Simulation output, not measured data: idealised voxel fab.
process module | voxel trench capacitor
cross-section cut | 200 nm wide | cells 5 nm
A cross-section is a grid of square cells, given in bands from the top down. A band is one or more rows of cells.
Each band's line starts with the height of the band's top and of its bottom, in nm. Then come its materials from left to right, each with its width in nm. One material with "throughout" fills the band from edge to edge. "air" is empty space.
Height 0 is the level under which the wafer as received is all one material. The lowest band goes on downwards, as in "0 down".
A width such as "30 to 40" changes by the same amount from each row of cells to the next, from the band's top row to its bottom row.
"no change" after a step means that no cell of the cross-section changed.
closed voids: empty space of 8 cells or more with no open way to the top, each as width x height at its distance from the left edge, in nm
after a step's settings: what the simulator itself notes on the step
overlay nm, on a step with a mask: how far to the right of its planned place the mask lay; to the left if negative
plan
1 op RECEIVE | material Si
2 op CONFORMAL_DEP | material SiN | thk nm 5
3 op PATTERN | tone open | mask id TRENCH | material resist | width nm 20 | pitch nm 45 | thk nm 15 | overlay nm 0
4 op DIRECTIONAL_ETCH | etch materials SiN | depth nm 5
5 op DIRECTIONAL_ETCH | etch materials Si | depth nm 35
6 op STRIP | etch materials resist
7 op CONFORMAL_DEP | material Al2O3 | thk nm 5
8 op CONFORMAL_DEP | material TiN | thk nm 5
9 op FILL_DEP | material W | thk nm 5
10 op CMP | height nm 5
varied across the wafers: width nm of step 3. The plan shows the first wafer's value. All wafers start alike
first wafer as received, after step 1
  0 down: Si throughout
  closed voids: none
each wafer at the end: cells of each material gained (+) or lost (-) since it was received, then its closed voids
width nm 20 | +36 Al2O3 | -56 Si | +32 SiN | +28 TiN | closed voids: none
width nm 25 | +38 Al2O3 | -70 Si | +30 SiN | +30 TiN | +12 W | closed voids: none
width nm 30 | +40 Al2O3 | -84 Si | +28 SiN | +32 TiN | +24 W | closed voids: none
